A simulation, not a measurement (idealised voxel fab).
Proc. module: voxel air gaps
In the cross-section labelled cut, the width is 290 nm and each square cell is 5 nm.
Cross-sections here: square-cell grids, written as top-down lists of bands, a band being one or more rows of cells. Within each band entry, the heights of the top and of the bottom of the band appear first, in that order and in nm; the materials of the band then follow from left to right, each with its corresponding width in nm. The designation "full width" on a single material indicates that it fills the band from edge to edge; the designation "empty" indicates empty space. Zero point of the height axis is 0; under it, received wafer = one material. Lowest band: continues down indefinitely, "from 0 down". With a width like "30->40", each row of cells in the band differs from the next by the same amount, the top row carrying the first number and the bottom row the second. Key: "nothing changed" - step with no changed cell in the cross-section. "Closed void entries" specifies each empty space that is not open to the top and that occupies no fewer than 8 cells, using the form width x height at distance, the distance measured from the left edge and all three quantities in nm. Past the settings on a step's line: simulator remark, on that step. overlay nm, on a step with a mask: how far to the right of its planned place the mask lay; to the left if negative.
## Steps planned for the process
step 1: op RECEIVE | material Si
step 2: op CONFORMAL_DEP | material SiO2 | thk nm 15
step 3: op CONFORMAL_DEP | material SiN | thk nm 5
step 4: op DIRECTIONAL_DEP | material SiO2 | thk nm 40
step 5: op PATTERN | tone open | mask id LINES | material resist | width nm 25 | pitch nm 50 | thk nm 15 | overlay nm 0
step 6: op DIRECTIONAL_ETCH | etch materials SiO2 | depth nm 40
step 7: op STRIP | etch materials resist
step 8: op CONFORMAL_DEP | material TiN | thk nm 5
step 9: op FILL_DEP | material Ru | thk nm 5
step 10: op CMP | height nm 60
step 11: op EPI | material Ru | thk nm 10
step 12: op SELECTIVE_ETCH | etch materials SiO2 | depth nm 50
step 13: op CONFORMAL_DEP | material SiCN | thk nm 5
## Cross-section of the wafer upon arrival, representing the state reached after step 1
	from 0 down  Si full width
	Closed void entries: none
## Looking at the first of two wafers in cross-section at end of module - ran to plan
	from 75 to 70  empty 65; SiCN 155; empty 70
	from 70 to 60  empty 65; SiCN 5; Ru 45; SiCN 5; Ru 45; SiCN 5; Ru 45; SiCN 5; empty 70
	from 60 to 55  empty 65; SiCN 15; TiN 5; Ru 15; TiN 5; SiCN 25; TiN 5; Ru 15; TiN 5; SiCN 25; TiN 5; Ru 15; TiN 5; SiCN 15; empty 70
	from 55 to 25  empty 75; SiCN 5; TiN 5; Ru 15; TiN 5; SiCN 5; empty 15; SiCN 5; TiN 5; Ru 15; TiN 5; SiCN 5; empty 15; SiCN 5; TiN 5; Ru 15; TiN 5; SiCN 5; empty 80
	from 25 to 20  SiCN 80; TiN 25; SiCN 25; TiN 25; SiCN 25; TiN 25; SiCN 85
	from 20 to 15  SiN full width
	from 15 to 0  SiO2 full width
	from 0 down  Si full width
	Closed void entries: 15 x 30 at 110; 15 x 30 at 160
## Wafer two, sectioned after the module: the first wafer's start, the first wafer's plan, and one mistake in how it was run
	from 80 to 75  SiCN full width
	from 75 to 65  Ru full width
	from 65 to 60  TiN 85; Ru 15; TiN 35; Ru 15; TiN 35; Ru 15; TiN 90
	from 60 to 25  SiO2 80; TiN 5; Ru 15; TiN 5; SiO2 25; TiN 5; Ru 15; TiN 5; SiO2 25; TiN 5; Ru 15; TiN 5; SiO2 85
	from 25 to 20  SiO2 80; TiN 25; SiO2 25; TiN 25; SiO2 25; TiN 25; SiO2 85
	from 20 to 15  SiN full width
	from 15 to 0  SiO2 full width
	from 0 down  Si full width
	Closed void entries: none
Nonconformance to the process plan: step 10 ran with different settings than intended, the actual operation and settings being op CMP | height nm 65
Counted in cells at the end, the second wafer holds more or fewer of these materials than the first: Ru +71; SiCN -76; SiO2 +344; TiN +49
closed voids at the end (first wafer, second wafer): 2, 0
